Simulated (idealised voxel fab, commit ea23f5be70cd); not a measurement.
Herein follows the process module entitled voxel wiring stack.
Displayed cross-section: cut, width of 245 nm, square cells sized 5 nm.
Cross-section format: a grid of square cells, given as bands from top to bottom; each band is one or more rows of cells. Within each band entry, the heights of the top and of the bottom of the band appear first, in that order and in nm; the materials of the band then follow from left to right, each with its corresponding width in nm. The designation "everywhere" on a single material indicates that it fills the band from edge to edge; the designation "blank" indicates empty space. Heights are measured from 0, the level below which the as-received wafer is all one material; the lowest band has no bottom and continues downward, written as in "from 0 down". Think of "30..40" as a width that walks from the first number to the second as you go down the band, top row to bottom row, taking equal-sized steps from row to row. "remains unaltered" for a step: no cell of the cross-section changed in that step. Closed-off voids of 8+ cells (no open route to the top) go in "Closed internal voids", written width x height at distance from the left edge, in nm. If you see something after the settings on a step's line, that's the simulator's own remark about that step. When a step includes a mask, the "overlay nm" setting on its line states how far to the right of its planned place that mask lay, and negative values state how far to the left. What follows is a series of pairs. Each pair shows a cross-section before one process step and the cross-section after it, and the after view is drawn only down to the lowest band that changed. Beneath each pair is the step that lies between the two, with its settings. Pairs may come from different runs of this module on the same starting wafer, so a pair continues from the one above it only where its entry headed "Preceding state" says so.
[Preceding state]
* from 120 to 105  resist 80 nm, blank 15 nm, resist 150 nm
* from 105 to 90  lowk 80 nm, blank 15 nm, resist 15 nm, lowk 20 nm, resist 30 nm, lowk 85 nm
* from 90 to 75  lowk everywhere
* from 75 to 70  SiCN everywhere
* from 70 to 40  lowk everywhere
* from 40 to 35  SiCN everywhere
* from 35 to 20  SiO2 80 nm, Ru 30 nm, SiO2 20 nm, Ru 30 nm, SiO2 85 nm
* from 20 to 15  SiO2 80 nm, TiN 30 nm, SiO2 20 nm, TiN 30 nm, SiO2 85 nm
* from 15 to 0  SiO2 everywhere
* from 0 down  Si everywhere
* Closed internal voids: none
[Post-Step Section View]
* from 120 to 105  resist 80 nm, blank 15 nm, resist 150 nm
* from 105 to 90  lowk 80 nm, blank 15 nm, resist 15 nm, lowk 20 nm, resist 30 nm, lowk 85 nm
* from 90 to 75  lowk 80 nm, blank 15 nm, lowk 150 nm
* Heights below 75 show no change.
* Closed internal voids: none
Which process step falls between the two cross-sections above? DIRECTIONAL_ETCH,etch materials lowk,depth nm 15
Preceding state: we pick up right where the pair above leaves off, with its after cross-section.
[Post-Step Section View]
* from 120 to 105  resist 80 nm, blank 15 nm, resist 150 nm
* from 105 to 90  lowk 80 nm, blank 15 nm, resist 15 nm, lowk 20 nm, resist 30 nm, lowk 85 nm
* from 90 to 75  lowk 80 nm, blank 15 nm, lowk 150 nm
* from 75 to 70  SiCN 80 nm, blank 15 nm, SiCN 150 nm
* Heights below 70 show no change.
* Closed internal voids: none
Which process step falls between the two cross-sections above? DIRECTIONAL_ETCH,etch materials SiCN,depth nm 5
Preceding state: we pick up right where the pair above leaves off, with its after cross-section.
[Post-Step Section View]
* from 105 to 90  lowk 80 nm, blank 30 nm, lowk 20 nm, blank 30 nm, lowk 85 nm
* Heights below 90 show no change.
* Closed internal voids: none
Which process step falls between the two cross-sections above? STRIP,etch materials resist
Preceding state: we pick up right where the pair above leaves off, with its after cross-section.
[Post-Step Section View]
* from 110 to 105  TiN 85 nm, blank 20 nm, TiN 30 nm, blank 20 nm, TiN 90 nm
* from 105 to 95  lowk 80 nm, TiN 5 nm, blank 20 nm, TiN 5 nm, lowk 20 nm, TiN 5 nm, blank 20 nm, TiN 5 nm, lowk 85 nm
* from 95 to 90  lowk 80 nm, TiN 5 nm, blank 5 nm, TiN 20 nm, lowk 20 nm, TiN 30 nm, lowk 85 nm
* from 90 to 75  lowk 80 nm, TiN 5 nm, blank 5 nm, TiN 5 nm, lowk 150 nm
* from 75 to 70  SiCN 80 nm, TiN 15 nm, SiCN 150 nm
* Heights below 70 show no change.
* Closed internal voids: none
Which process step falls between the two cross-sections above? CONFORMAL_DEP,material TiN,thk nm 5
Preceding state: we pick up right where the pair above leaves off, with its after cross-section.
[Post-Step Section View]
* from 120 to 110  Cu everywhere
* from 110 to 105  TiN 85 nm, Cu 20 nm, TiN 30 nm, Cu 20 nm, TiN 90 nm
* from 105 to 95  lowk 80 nm, TiN 5 nm, Cu 20 nm, TiN 5 nm, lowk 20 nm, TiN 5 nm, Cu 20 nm, TiN 5 nm, lowk 85 nm
* from 95 to 90  lowk 80 nm, TiN 5 nm, Cu 5 nm, TiN 20 nm, lowk 20 nm, TiN 30 nm, lowk 85 nm
* from 90 to 75  lowk 80 nm, TiN 5 nm, Cu 5 nm, TiN 5 nm, lowk 150 nm
* Heights below 75 show no change.
* Closed internal voids: none
Which process step falls between the two cross-sections above? FILL_DEP,material Cu,thk nm 10
Preceding state: we pick up right where the pair above leaves off, with its after cross-section.
[Post-Step Section View]
* from 105 to 95  lowk 80 nm, TiN 5 nm, Cu 20 nm, TiN 5 nm, lowk 20 nm, TiN 5 nm, Cu 20 nm, TiN 5 nm, lowk 85 nm
* Heights below 95 show no change.
* Closed internal voids: none
Which process step falls between the two cross-sections above? CMP,height nm 105
Preceding state: we pick up right where the pair above leaves off, with its after cross-section.
[Post-Step Section View]
* from 110 to 105  SiN everywhere
* Heights below 105 show no change.
* Closed internal voids: none
Which process step falls between the two cross-sections above? CONFORMAL_DEP,material SiN,thk nm 5
[Preceding state]
* from 75 to 70  SiCN everywhere
* from 70 to 60  lowk 80 nm, TiN 5 nm, Cu 20 nm, TiN 5 nm, lowk 20 nm, TiN 5 nm, Cu 20 nm, TiN 5 nm, lowk 85 nm
* from 60 to 55  lowk 80 nm, TiN 5 nm, Cu 5 nm, TiN 20 nm, lowk 20 nm, TiN 5 nm, Cu 5 nm, TiN 20 nm, lowk 85 nm
* from 55 to 40  lowk 80 nm, TiN 5 nm, Cu 5 nm, TiN 5 nm, lowk 35 nm, TiN 5 nm, Cu 5 nm, TiN 5 nm, lowk 100 nm
* from 40 to 35  SiCN 80 nm, TiN 15 nm, SiCN 35 nm, TiN 15 nm, SiCN 100 nm
* from 35 to 20  SiO2 80 nm, Ru 30 nm, SiO2 20 nm, Ru 30 nm, SiO2 85 nm
* from 20 to 15  SiO2 80 nm, TiN 30 nm, SiO2 20 nm, TiN 30 nm, SiO2 85 nm
* from 15 to 0  SiO2 everywhere
* from 0 down  Si everywhere
* Closed internal voids: none
[Post-Step Section View]
* from 95 to 75  resist 80 nm, blank 30 nm, resist 20 nm, blank 30 nm, resist 85 nm
* Heights below 75 show no change.
* Closed internal voids: none
Which process step falls between the two cross-sections above? PATTERN,tone open,mask id METAL_3,material resist,width nm 30,pitch nm 50,thk nm 20,overlay nm 0
Preceding state: we pick up right where the pair above leaves off, with its after cross-section.
[Post-Step Section View]
* from 125 to 105  lowk 80 nm, blank 30 nm, lowk 20 nm, blank 30 nm, lowk 85 nm
* from 105 to 95  lowk everywhere
* from 95 to 75  resist 80 nm, lowk 30 nm, resist 20 nm, lowk 30 nm, resist 85 nm
* Heights below 75 show no change.
* Closed internal voids: none
Which process step falls between the two cross-sections above? DIRECTIONAL_DEP,material lowk,thk nm 30
Preceding state: we pick up right where the pair above leaves off, with its after cross-section.
[Post-Step Section View]
* from 110 to 95  lowk 80 nm, blank 30 nm, lowk 20 nm, blank 30 nm, lowk 85 nm
* from 95 to 90  resist 80 nm, blank 30 nm, resist 20 nm, blank 30 nm, resist 85 nm
* Heights below 90 show no change.
* Closed internal voids: none
Which process step falls between the two cross-sections above? DIRECTIONAL_ETCH,etch materials lowk,depth nm 15
Preceding state: we pick up right where the pair above leaves off, with its after cross-section.
[Post-Step Section View]
* from 90 to 75  blank 80 nm, lowk 30 nm, blank 20 nm, lowk 30 nm, blank 85 nm
* Heights below 75 show no change.
* Closed internal voids: none
Which process step falls between the two cross-sections above? STRIP,etch materials resist
Preceding state: we pick up right where the pair above leaves off, with its after cross-section.
[Post-Step Section View]
* from 105 to 90  resist 80 nm, blank 15 nm, resist 150 nm
* from 90 to 75  resist 80 nm, lowk 30 nm, resist 20 nm, lowk 30 nm, resist 85 nm
* Heights below 75 show no change.
* Closed internal voids: none
Which process step falls between the two cross-sections above? PATTERN,tone open,mask id METAL_3_HOLES,material resist,width nm 15,thk nm 15,overlay nm 0
Preceding state: we pick up right where the pair above leaves off, with its after cross-section.
[Post-Step Section View]
* from 105 to 90  resist 80 nm, blank 15 nm, resist 150 nm
* from 90 to 75  resist 80 nm, blank 15 nm, lowk 15 nm, resist 20 nm, lowk 30 nm, resist 85 nm
* Heights below 75 show no change.
* Closed internal voids: none
Which process step falls between the two cross-sections above? DIRECTIONAL_ETCH,etch materials lowk,depth nm 15
Preceding state: we pick up right where the pair above leaves off, with its after cross-section.
[Post-Step Section View]
* from 105 to 90  resist 80 nm, blank 15 nm, resist 150 nm
* from 90 to 75  resist 80 nm, blank 15 nm, lowk 15 nm, resist 20 nm, lowk 30 nm, resist 85 nm
* from 75 to 70  SiCN 80 nm, blank 15 nm, SiCN 150 nm
* Heights below 70 show no change.
* Closed internal voids: none
Which process step falls between the two cross-sections above? DIRECTIONAL_ETCH,etch materials SiCN,depth nm 5
Preceding state: we pick up right where the pair above leaves off, with its after cross-section.
[Post-Step Section View]
* from 90 to 75  blank 95 nm, lowk 15 nm, blank 20 nm, lowk 30 nm, blank 85 nm
* Heights below 75 show no change.
* Closed internal voids: none
Which process step falls between the two cross-sections above? STRIP,etch materials resist
Preceding state: we pick up right where the pair above leaves off, with its after cross-section.
[Post-Step Section View]
* from 95 to 90  blank 90 nm, TiN 25 nm, blank 10 nm, TiN 40 nm, blank 80 nm
* from 90 to 80  blank 90 nm, TiN 5 nm, lowk 15 nm, TiN 5 nm, blank 10 nm, TiN 5 nm, lowk 30 nm, TiN 5 nm, blank 80 nm
* from 80 to 75  TiN 85 nm, blank 5 nm, TiN 5 nm, lowk 15 nm, TiN 20 nm, lowk 30 nm, TiN 85 nm
* from 75 to 70  SiCN 80 nm, TiN 15 nm, SiCN 150 nm
* Heights below 70 show no change.
* Closed internal voids: none
Which process step falls between the two cross-sections above? CONFORMAL_DEP,material TiN,thk nm 5
Preceding state: we pick up right where the pair above leaves off, with its after cross-section.
[Post-Step Section View]
* from 105 to 95  Cu everywhere
* from 95 to 90  Cu 90 nm, TiN 25 nm, Cu 10 nm, TiN 40 nm, Cu 80 nm
* from 90 to 80  Cu 90 nm, TiN 5 nm, lowk 15 nm, TiN 5 nm, Cu 10 nm, TiN 5 nm, lowk 30 nm, TiN 5 nm, Cu 80 nm
* from 80 to 75  TiN 85 nm, Cu 5 nm, TiN 5 nm, lowk 15 nm, TiN 20 nm, lowk 30 nm, TiN 85 nm
* Heights below 75 show no change.
* Closed internal voids: none
Which process step falls between the two cross-sections above? FILL_DEP,material Cu,thk nm 10
Preceding state: we pick up right where the pair above leaves off, with its after cross-section.
[Post-Step Section View]
* from 110 to 105  SiN everywhere
* Heights below 105 show no change.
* Closed internal voids: none
Which process step falls between the two cross-sections above? CONFORMAL_DEP,material SiN,thk nm 5
[Preceding state]
* from 35 to 20  SiO2 80 nm, Ru 30 nm, SiO2 20 nm, Ru 30 nm, SiO2 85 nm
* from 20 to 15  SiO2 80 nm, TiN 30 nm, SiO2 20 nm, TiN 30 nm, SiO2 85 nm
* from 15 to 0  SiO2 everywhere
* from 0 down  Si everywhere
* Closed internal voids: none
[Post-Step Section View]
* from 50 to 35  SiCN everywhere
* Heights below 35 show no change.
* Closed internal voids: none
Which process step falls between the two cross-sections above? CONFORMAL_DEP,material SiCN,thk nm 15
Preceding state: we pick up right where the pair above leaves off, with its after cross-section.
[Post-Step Section View]
* from 80 to 50  lowk everywhere
* Heights below 50 show no change.
* Closed internal voids: none
Which process step falls between the two cross-sections above? DIRECTIONAL_DEP,material lowk,thk nm 30
Preceding state: we pick up right where the pair above leaves off, with its after cross-section.
[Post-Step Section View]
* from 95 to 80  resist 80 nm, blank 30 nm, resist 20 nm, blank 30 nm, resist 85 nm
* Heights below 80 show no change.
* Closed internal voids: none
Which process step falls between the two cross-sections above? PATTERN,tone open,mask id METAL_2,material resist,width nm 30,pitch nm 50,thk nm 15,overlay nm 0
Preceding state: we pick up right where the pair above leaves off, with its after cross-section.
[Post-Step Section View]
* from 95 to 80  resist 80 nm, blank 30 nm, resist 20 nm, blank 30 nm, resist 85 nm
* from 80 to 65  lowk 80 nm, blank 30 nm, lowk 20 nm, blank 30 nm, lowk 85 nm
* Heights below 65 show no change.
* Closed internal voids: none
Which process step falls between the two cross-sections above? DIRECTIONAL_ETCH,etch materials lowk,depth nm 15
Preceding state: we pick up right where the pair above leaves off, with its after cross-section.
[Post-Step Section View]
* from 80 to 65  lowk 80 nm, blank 30 nm, lowk 20 nm, blank 30 nm, lowk 85 nm
* Heights below 65 show no change.
* Closed internal voids: none
Which process step falls between the two cross-sections above? STRIP,etch materials resist
Preceding state: we pick up right where the pair above leaves off, with its after cross-section.
[Post-Step Section View]
* from 95 to 80  resist 80 nm, blank 15 nm, resist 35 nm, blank 15 nm, resist 100 nm
* from 80 to 65  lowk 80 nm, blank 15 nm, resist 15 nm, lowk 20 nm, blank 15 nm, resist 15 nm, lowk 85 nm
* Heights below 65 show no change.
* Closed internal voids: none
Which process step falls between the two cross-sections above? PATTERN,tone open,mask id METAL_2_HOLES,material resist,width nm 15,pitch nm 50,thk nm 15,overlay nm 0
Preceding state: we pick up right where the pair above leaves off, with its after cross-section.
[Post-Step Section View]
* from 95 to 80  resist 80 nm, blank 15 nm, resist 35 nm, blank 15 nm, resist 100 nm
* from 80 to 65  lowk 80 nm, blank 15 nm, resist 15 nm, lowk 20 nm, blank 15 nm, resist 15 nm, lowk 85 nm
* from 65 to 50  lowk 80 nm, blank 15 nm, lowk 35 nm, blank 15 nm, lowk 100 nm
* Heights below 50 show no change.
* Closed internal voids: none
Which process step falls between the two cross-sections above? DIRECTIONAL_ETCH,etch materials lowk,depth nm 15
Preceding state: we pick up right where the pair above leaves off, with its after cross-section.
[Post-Step Section View]
* from 95 to 80  resist 80 nm, blank 15 nm, resist 35 nm, blank 15 nm, resist 100 nm
* from 80 to 65  lowk 80 nm, blank 15 nm, resist 15 nm, lowk 20 nm, blank 15 nm, resist 15 nm, lowk 85 nm
* from 65 to 50  lowk 80 nm, blank 15 nm, lowk 35 nm, blank 15 nm, lowk 100 nm
* from 50 to 45  SiCN 80 nm, blank 15 nm, SiCN 35 nm, blank 15 nm, SiCN 100 nm
* Heights below 45 show no change.
* Closed internal voids: none
Which process step falls between the two cross-sections above? DIRECTIONAL_ETCH,etch materials SiCN,depth nm 5
Preceding state: we pick up right where the pair above leaves off, with its after cross-section.
[Post-Step Section View]
* from 80 to 65  lowk 80 nm, blank 30 nm, lowk 20 nm, blank 30 nm, lowk 85 nm
* Heights below 65 show no change.
* Closed internal voids: none
Which process step falls between the two cross-sections above? STRIP,etch materials resist
Preceding state: we pick up right where the pair above leaves off, with its after cross-section.
[Post-Step Section View]
* from 85 to 80  TiN 85 nm, blank 20 nm, TiN 30 nm, blank 20 nm, TiN 90 nm
* from 80 to 70  lowk 80 nm, TiN 5 nm, blank 20 nm, TiN 5 nm, lowk 20 nm, TiN 5 nm, blank 20 nm, TiN 5 nm, lowk 85 nm
* from 70 to 65  lowk 80 nm, TiN 5 nm, blank 5 nm, TiN 20 nm, lowk 20 nm, TiN 5 nm, blank 5 nm, TiN 20 nm, lowk 85 nm
* from 65 to 50  lowk 80 nm, TiN 5 nm, blank 5 nm, TiN 5 nm, lowk 35 nm, TiN 5 nm, blank 5 nm, TiN 5 nm, lowk 100 nm
* from 50 to 45  SiCN 80 nm, TiN 15 nm, SiCN 35 nm, TiN 15 nm, SiCN 100 nm
* Heights below 45 show no change.
* Closed internal voids: none
Which process step falls between the two cross-sections above? CONFORMAL_DEP,material TiN,thk nm 5
Preceding state: we pick up right where the pair above leaves off, with its after cross-section.
[Post-Step Section View]
* from 95 to 85  Cu everywhere
* from 85 to 80  TiN 85 nm, Cu 20 nm, TiN 30 nm, Cu 20 nm, TiN 90 nm
* from 80 to 70  lowk 80 nm, TiN 5 nm, Cu 20 nm, TiN 5 nm, lowk 20 nm, TiN 5 nm, Cu 20 nm, TiN 5 nm, lowk 85 nm
* from 70 to 65  lowk 80 nm, TiN 5 nm, Cu 5 nm, TiN 20 nm, lowk 20 nm, TiN 5 nm, Cu 5 nm, TiN 20 nm, lowk 85 nm
* from 65 to 50  lowk 80 nm, TiN 5 nm, Cu 5 nm, TiN 5 nm, lowk 35 nm, TiN 5 nm, Cu 5 nm, TiN 5 nm, lowk 100 nm
* Heights below 50 show no change.
* Closed internal voids: none
Which process step falls between the two cross-sections above? FILL_DEP,material Cu,thk nm 10
Preceding state: we pick up right where the pair above leaves off, with its after cross-section.
[Post-Step Section View]
* from 70 to 65  lowk 80 nm, TiN 5 nm, Cu 5 nm, TiN 20 nm, lowk 20 nm, TiN 5 nm, Cu 5 nm, TiN 20 nm, lowk 85 nm
* Heights below 65 show no change.
* Closed internal voids: none
Which process step falls between the two cross-sections above? CMP,height nm 70
Preceding state: we pick up right where the pair above leaves off, with its after cross-section.
[Post-Step Section View]
* from 75 to 70  SiCN everywhere
* Heights below 70 show no change.
* Closed internal voids: none
Which process step falls between the two cross-sections above? CONFORMAL_DEP,material SiCN,thk nm 5
Preceding state: we pick up right where the pair above leaves off, with its after cross-section.
[Post-Step Section View]
* from 105 to 75  lowk everywhere
* Heights below 75 show no change.
* Closed internal voids: none
Which process step falls between the two cross-sections above? DIRECTIONAL_DEP,material lowk,thk nm 30
Preceding state: we pick up right where the pair above leaves off, with its after cross-section.
[Post-Step Section View]
* from 125 to 105  resist 80 nm, blank 30 nm, resist 20 nm, blank 30 nm, resist 85 nm
* Heights below 105 show no change.
* Closed internal voids: none
Which process step falls between the two cross-sections above? PATTERN,tone open,mask id METAL_3,material resist,width nm 30,pitch nm 50,thk nm 20,overlay nm 0
Preceding state: we pick up right where the pair above leaves off, with its after cross-section.
[Post-Step Section View]
* from 125 to 105  resist 80 nm, blank 30 nm, resist 20 nm, blank 30 nm, resist 85 nm
* from 105 to 90  lowk 80 nm, blank 30 nm, lowk 20 nm, blank 30 nm, lowk 85 nm
* Heights below 90 show no change.
* Closed internal voids: none
Which process step falls between the two cross-sections above? DIRECTIONAL_ETCH,etch materials lowk,depth nm 15
Preceding state: we pick up right where the pair above leaves off, with its after cross-section.
[Post-Step Section View]
* from 105 to 90  lowk 80 nm, blank 30 nm, lowk 20 nm, blank 30 nm, lowk 85 nm
* Heights below 90 show no change.
* Closed internal voids: none
Which process step falls between the two cross-sections above? STRIP,etch materials resist
Preceding state: we pick up right where the pair above leaves off, with its after cross-section.
[Post-Step Section View]
* from 120 to 105  resist 80 nm, blank 15 nm, resist 150 nm
* from 105 to 90  lowk 80 nm, blank 15 nm, resist 15 nm, lowk 20 nm, resist 30 nm, lowk 85 nm
* Heights below 90 show no change.
* Closed internal voids: none
Which process step falls between the two cross-sections above? PATTERN,tone open,mask id METAL_3_HOLES,material resist,width nm 15,thk nm 15,overlay nm 0
Preceding state: we pick up right where the pair above leaves off, with its after cross-section.
[Post-Step Section View]
* from 120 to 105  resist 80 nm, blank 15 nm, resist 150 nm
* from 105 to 90  lowk 80 nm, blank 15 nm, resist 15 nm, lowk 20 nm, resist 30 nm, lowk 85 nm
* from 90 to 75  lowk 80 nm, blank 15 nm, lowk 150 nm
* Heights below 75 show no change.
* Closed internal voids: none
Which process step falls between the two cross-sections above? DIRECTIONAL_ETCH,etch materials lowk,depth nm 15
Preceding state: we pick up right where the pair above leaves off, with its after cross-section.
[Post-Step Section View]
* from 120 to 105  resist 80 nm, blank 15 nm, resist 150 nm
* from 105 to 90  lowk 80 nm, blank 15 nm, resist 15 nm, lowk 20 nm, resist 30 nm, lowk 85 nm
* from 90 to 75  lowk 80 nm, blank 15 nm, lowk 150 nm
* from 75 to 70  SiCN 80 nm, blank 15 nm, SiCN 150 nm
* Heights below 70 show no change.
* Closed internal voids: none
Which process step falls between the two cross-sections above? DIRECTIONAL_ETCH,etch materials SiCN,depth nm 5
Preceding state: we pick up right where the pair above leaves off, with its after cross-section.
[Post-Step Section View]
* from 105 to 90  lowk 80 nm, blank 30 nm, lowk 20 nm, blank 30 nm, lowk 85 nm
* Heights below 90 show no change.
* Closed internal voids: none
Which process step falls between the two cross-sections above? STRIP,etch materials resist
Preceding state: we pick up right where the pair above leaves off, with its after cross-section.
[Post-Step Section View]
* from 110 to 105  TiN 85 nm, blank 20 nm, TiN 30 nm, blank 20 nm, TiN 90 nm
* from 105 to 95  lowk 80 nm, TiN 5 nm, blank 20 nm, TiN 5 nm, lowk 20 nm, TiN 5 nm, blank 20 nm, TiN 5 nm, lowk 85 nm
* from 95 to 90  lowk 80 nm, TiN 5 nm, blank 5 nm, TiN 20 nm, lowk 20 nm, TiN 30 nm, lowk 85 nm
* from 90 to 75  lowk 80 nm, TiN 5 nm, blank 5 nm, TiN 5 nm, lowk 150 nm
* from 75 to 70  SiCN 80 nm, TiN 15 nm, SiCN 150 nm
* Heights below 70 show no change.
* Closed internal voids: none
Which process step falls between the two cross-sections above? CONFORMAL_DEP,material TiN,thk nm 5
Preceding state: we pick up right where the pair above leaves off, with its after cross-section.
[Post-Step Section View]
* from 120 to 110  Cu everywhere
* from 110 to 105  TiN 85 nm, Cu 20 nm, TiN 30 nm, Cu 20 nm, TiN 90 nm
* from 105 to 95  lowk 80 nm, TiN 5 nm, Cu 20 nm, TiN 5 nm, lowk 20 nm, TiN 5 nm, Cu 20 nm, TiN 5 nm, lowk 85 nm
* from 95 to 90  lowk 80 nm, TiN 5 nm, Cu 5 nm, TiN 20 nm, lowk 20 nm, TiN 30 nm, lowk 85 nm
* from 90 to 75  lowk 80 nm, TiN 5 nm, Cu 5 nm, TiN 5 nm, lowk 150 nm
* Heights below 75 show no change.
* Closed internal voids: none
Which process step falls between the two cross-sections above? FILL_DEP,material Cu,thk nm 10
Preceding state: we pick up right where the pair above leaves off, with its after cross-section.
[Post-Step Section View]
* from 105 to 95  lowk 80 nm, TiN 5 nm, Cu 20 nm, TiN 5 nm, lowk 20 nm, TiN 5 nm, Cu 20 nm, TiN 5 nm, lowk 85 nm
* Heights below 95 show no change.
* Closed internal voids: none
Which process step falls between the two cross-sections above? CMP,height nm 105
Preceding state: we pick up right where the pair above leaves off, with its after cross-section.
[Post-Step Section View]
* from 110 to 105  SiN everywhere
* Heights below 105 show no change.
* Closed internal voids: none
Which process step falls between the two cross-sections above? CONFORMAL_DEP,material SiN,thk nm 5
[Preceding state]
* from 70 to 40  lowk everywhere
* from 40 to 35  SiCN everywhere
* from 35 to 20  SiO2 80 nm, Ru 30 nm, SiO2 20 nm, Ru 30 nm, SiO2 85 nm
* from 20 to 15  SiO2 80 nm, TiN 30 nm, SiO2 20 nm, TiN 30 nm, SiO2 85 nm
* from 15 to 0  SiO2 everywhere
* from 0 down  Si everywhere
* Closed internal voids: none
[Post-Step Section View]
* from 85 to 70  resist 80 nm, blank 35 nm, resist 15 nm, blank 35 nm, resist 80 nm
* Heights below 70 show no change.
* Closed internal voids: none
Which process step falls between the two cross-sections above? PATTERN,tone open,mask id METAL_2,material resist,width nm 35,pitch nm 50,thk nm 15,overlay nm 0
Preceding state: we pick up right where the pair above leaves off, with its after cross-section.
[Post-Step Section View]
* from 85 to 70  resist 80 nm, blank 35 nm, resist 15 nm, blank 35 nm, resist 80 nm
* from 70 to 55  lowk 80 nm, blank 35 nm, lowk 15 nm, blank 35 nm, lowk 80 nm
* Heights below 55 show no change.
* Closed internal voids: none
Which process step falls between the two cross-sections above? DIRECTIONAL_ETCH,etch materials lowk,depth nm 15
Preceding state: we pick up right where the pair above leaves off, with its after cross-section.
[Post-Step Section View]
* from 70 to 55  lowk 80 nm, blank 35 nm, lowk 15 nm, blank 35 nm, lowk 80 nm
* Heights below 55 show no change.
* Closed internal voids: none
Which process step falls between the two cross-sections above? STRIP,etch materials resist
Preceding state: we pick up right where the pair above leaves off, with its after cross-section.
[Post-Step Section View]
* from 85 to 70  resist 80 nm, blank 15 nm, resist 35 nm, blank 15 nm, resist 100 nm
* from 70 to 55  lowk 80 nm, blank 15 nm, resist 20 nm, lowk 15 nm, blank 15 nm, resist 20 nm, lowk 80 nm
* Heights below 55 show no change.
* Closed internal voids: none
Which process step falls between the two cross-sections above? PATTERN,tone open,mask id METAL_2_HOLES,material resist,width nm 15,pitch nm 50,thk nm 15,overlay nm 0
Preceding state: we pick up right where the pair above leaves off, with its after cross-section.
[Post-Step Section View]
* from 85 to 70  resist 80 nm, blank 15 nm, resist 35 nm, blank 15 nm, resist 100 nm
* from 70 to 55  lowk 80 nm, blank 15 nm, resist 20 nm, lowk 15 nm, blank 15 nm, resist 20 nm, lowk 80 nm
* from 55 to 40  lowk 80 nm, blank 15 nm, lowk 35 nm, blank 15 nm, lowk 100 nm
* Heights below 40 show no change.
* Closed internal voids: none
Which process step falls between the two cross-sections above? DIRECTIONAL_ETCH,etch materials lowk,depth nm 15
Preceding state: we pick up right where the pair above leaves off, with its after cross-section.
[Post-Step Section View]
* from 85 to 70  resist 80 nm, blank 15 nm, resist 35 nm, blank 15 nm, resist 100 nm
* from 70 to 55  lowk 80 nm, blank 15 nm, resist 20 nm, lowk 15 nm, blank 15 nm, resist 20 nm, lowk 80 nm
* from 55 to 40  lowk 80 nm, blank 15 nm, lowk 35 nm, blank 15 nm, lowk 100 nm
* from 40 to 35  SiCN 80 nm, blank 15 nm, SiCN 35 nm, blank 15 nm, SiCN 100 nm
* Heights below 35 show no change.
* Closed internal voids: none
Which process step falls between the two cross-sections above? DIRECTIONAL_ETCH,etch materials SiCN,depth nm 5
Preceding state: we pick up right where the pair above leaves off, with its after cross-section.
[Post-Step Section View]
* from 70 to 55  lowk 80 nm, blank 35 nm, lowk 15 nm, blank 35 nm, lowk 80 nm
* Heights below 55 show no change.
* Closed internal voids: none
Which process step falls between the two cross-sections above? STRIP,etch materials resist
Preceding state: we pick up right where the pair above leaves off, with its after cross-section.
[Post-Step Section View]
* from 75 to 70  TiN 85 nm, blank 25 nm, TiN 25 nm, blank 25 nm, TiN 85 nm
* from 70 to 60  lowk 80 nm, TiN 5 nm, blank 25 nm, TiN 5 nm, lowk 15 nm, TiN 5 nm, blank 25 nm, TiN 5 nm, lowk 80 nm
* from 60 to 55  lowk 80 nm, TiN 5 nm, blank 5 nm, TiN 25 nm, lowk 15 nm, TiN 5 nm, blank 5 nm, TiN 25 nm, lowk 80 nm
* from 55 to 40  lowk 80 nm, TiN 5 nm, blank 5 nm, TiN 5 nm, lowk 35 nm, TiN 5 nm, blank 5 nm, TiN 5 nm, lowk 100 nm
* from 40 to 35  SiCN 80 nm, TiN 15 nm, SiCN 35 nm, TiN 15 nm, SiCN 100 nm
* Heights below 35 show no change.
* Closed internal voids: none
Which process step falls between the two cross-sections above? CONFORMAL_DEP,material TiN,thk nm 5
Preceding state: we pick up right where the pair above leaves off, with its after cross-section.
[Post-Step Section View]
* from 85 to 75  Cu everywhere
* from 75 to 70  TiN 85 nm, Cu 25 nm, TiN 25 nm, Cu 25 nm, TiN 85 nm
* from 70 to 60  lowk 80 nm, TiN 5 nm, Cu 25 nm, TiN 5 nm, lowk 15 nm, TiN 5 nm, Cu 25 nm, TiN 5 nm, lowk 80 nm
* from 60 to 55  lowk 80 nm, TiN 5 nm, Cu 5 nm, TiN 25 nm, lowk 15 nm, TiN 5 nm, Cu 5 nm, TiN 25 nm, lowk 80 nm
* from 55 to 40  lowk 80 nm, TiN 5 nm, Cu 5 nm, TiN 5 nm, lowk 35 nm, TiN 5 nm, Cu 5 nm, TiN 5 nm, lowk 100 nm
* Heights below 40 show no change.
* Closed internal voids: none
Which process step falls between the two cross-sections above? FILL_DEP,material Cu,thk nm 10
Preceding state: we pick up right where the pair above leaves off, with its after cross-section.
[Post-Step Section View]
* from 70 to 60  lowk 80 nm, TiN 5 nm, Cu 25 nm, TiN 5 nm, lowk 15 nm, TiN 5 nm, Cu 25 nm, TiN 5 nm, lowk 80 nm
* Heights below 60 show no change.
* Closed internal voids: none
Which process step falls between the two cross-sections above? CMP,height nm 70
Preceding state: we pick up right where the pair above leaves off, with its after cross-section.
[Post-Step Section View]
* from 75 to 70  SiCN everywhere
* Heights below 70 show no change.
* Closed internal voids: none
Which process step falls between the two cross-sections above? CONFORMAL_DEP,material SiCN,thk nm 5
Preceding state: we pick up right where the pair above leaves off, with its after cross-section.
[Post-Step Section View]
* from 105 to 75  lowk everywhere
* Heights below 75 show no change.
* Closed internal voids: none
Which process step falls between the two cross-sections above? DIRECTIONAL_DEP,material lowk,thk nm 30
Preceding state: we pick up right where the pair above leaves off, with its after cross-section.
[Post-Step Section View]
* from 125 to 105  resist 80 nm, blank 30 nm, resist 20 nm, blank 30 nm, resist 85 nm
* Heights below 105 show no change.
* Closed internal voids: none
Which process step falls between the two cross-sections above? PATTERN,tone open,mask id METAL_3,material resist,width nm 30,pitch nm 50,thk nm 20,overlay nm 0
Preceding state: we pick up right where the pair above leaves off, with its after cross-section.
[Post-Step Section View]
* from 125 to 105  resist 80 nm, blank 30 nm, resist 20 nm, blank 30 nm, resist 85 nm
* from 105 to 90  lowk 80 nm, blank 30 nm, lowk 20 nm, blank 30 nm, lowk 85 nm
* Heights below 90 show no change.
* Closed internal voids: none
Which process step falls between the two cross-sections above? DIRECTIONAL_ETCH,etch materials lowk,depth nm 15
Preceding state: we pick up right where the pair above leaves off, with its after cross-section.
[Post-Step Section View]
* from 105 to 90  lowk 80 nm, blank 30 nm, lowk 20 nm, blank 30 nm, lowk 85 nm
* Heights below 90 show no change.
* Closed internal voids: none
Which process step falls between the two cross-sections above? STRIP,etch materials resist
Preceding state: we pick up right where the pair above leaves off, with its after cross-section.
[Post-Step Section View]
* from 120 to 105  resist 80 nm, blank 15 nm, resist 150 nm
* from 105 to 90  lowk 80 nm, blank 15 nm, resist 15 nm, lowk 20 nm, resist 30 nm, lowk 85 nm
* Heights below 90 show no change.
* Closed internal voids: none
Which process step falls between the two cross-sections above? PATTERN,tone open,mask id METAL_3_HOLES,material resist,width nm 15,thk nm 15,overlay nm 0
